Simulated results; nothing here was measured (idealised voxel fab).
Herein follows the process module entitled voxel ribs on slabs.
Cross-section cut: width 260 nm, square cells of 5 nm.
The cross-sections in this document take the form of a grid made of square cells. They are written out as bands, in order from top to bottom. Each band consists of one or more rows of cells.
Heads up on the band format: heights come first, top then bottom, in nm. After that it's the materials left to right, each with its width in nm. A single material flagged "all across" fills the whole band edge to edge, and "air" means there's empty space there.
Heights are reckoned from 0. Under this level, the received wafer is all of one material. The bottommost band is open-ended downward, for example "top 0, no bottom".
The expression "30->40" gives the width at the extremes of the band, the first number at its top row of cells and the second at its bottom row, with the width changing by equal amounts from each row to the next in between.
"all unchanged" after a step means that no cell of the cross-section changed.
Voids not open to the top, 8 cells minimum: see "Fully closed voids". Written width x height at distance; distance is from the left edge; nm.
The remark found on a step's line after its settings is issued by the simulator itself and pertains to that step.
Each step line may optionally specify "overlay nm", which for a step with a mask gives the rightward distance between the mask's planned place and where it lay, a negative value indicating the leftward direction.
THESE ARE THE STEPS WE PLANNED FOR THE PROCESS
1: RECEIVE | material Si
2: DIRECTIONAL_DEP | material SiO2 | thk nm 20
3: DIRECTIONAL_DEP | material polySi | thk nm 15
4: DIRECTIONAL_DEP | material aC | thk nm 15
5: PATTERN | tone cover | mask id RIB | material resist | width nm 20 | thk nm 30 | overlay nm 0
6: DIRECTIONAL_ETCH | etch materials aC | depth nm 15
7: STRIP | etch materials resist
8: DIRECTIONAL_ETCH | etch materials polySi | depth nm 5
9: STRIP | etch materials aC
10: DIRECTIONAL_DEP | material aC | thk nm 15
11: PATTERN | tone cover | mask id SLAB | material resist | width nm 60 | thk nm 30 | overlay nm 0
12: DIRECTIONAL_ETCH | etch materials aC | depth nm 15
13: STRIP | etch materials resist
14: DIRECTIONAL_ETCH | etch materials polySi | depth nm 10
15: STRIP | etch materials aC
16: FILL_DEP | material SiO2 | thk nm 25
17: CMP | height nm 55
18: DIRECTIONAL_DEP | material W | thk nm 10
19: MASKED_ETCH | tone cover | mask id HEATER | width nm 30 | etch materials W | depth nm 10 | overlay nm 0
20: CONFORMAL_DEP | material SiO2 | thk nm 5
AS RECEIVED (POST STEP 1): CROSS-SECTION
* top 0, no bottom | Si all across
* Fully closed voids: none
CROSS-SECTION TAKEN AT MODULE COMPLETION ON THE FIRST OF TWO WAFERS; PROCESSED PER THE PLAN
* top 70, bottom 65 | 110 air | 40 SiO2 | 110 air
* top 65, bottom 60 | 110 air | 5 SiO2 | 30 W | 5 SiO2 | 110 air
* top 60, bottom 55 | 115 SiO2 | 30 W | 115 SiO2
* top 55, bottom 35 | SiO2 all across
* top 35, bottom 30 | 120 SiO2 | 20 polySi | 120 SiO2
* top 30, bottom 20 | 100 SiO2 | 60 polySi | 100 SiO2
* top 20, bottom 0 | SiO2 all across
* top 0, no bottom | Si all across
* Fully closed voids: none
SECOND WAFER AT THE END: LIKE START, LIKE PLAN, ONE MISTAKE
* top 70, bottom 65 | 110 air | 40 SiO2 | 110 air
* top 65, bottom 60 | 110 air | 5 SiO2 | 30 W | 5 SiO2 | 110 air
* top 60, bottom 55 | 115 SiO2 | 30 W | 115 SiO2
* top 55, bottom 50 | SiO2 all across
* top 50, bottom 45 | 120 SiO2 | 20 W | 120 SiO2
* top 45, bottom 35 | W all across
* top 35, bottom 30 | 120 W | 20 polySi | 120 W
* top 30, bottom 20 | polySi all across
* top 20, bottom 0 | SiO2 all across
* top 0, no bottom | Si all across
* Fully closed voids: none
Error vs. plan: step 10 deviated from plan and actually ran as DIRECTIONAL_DEP | material W | thk nm 15
Upon completion, the second wafer contains, in terms of cells, a greater or smaller amount of certain materials than the first wafer: -236 SiO2; +156 W; +80 polySi
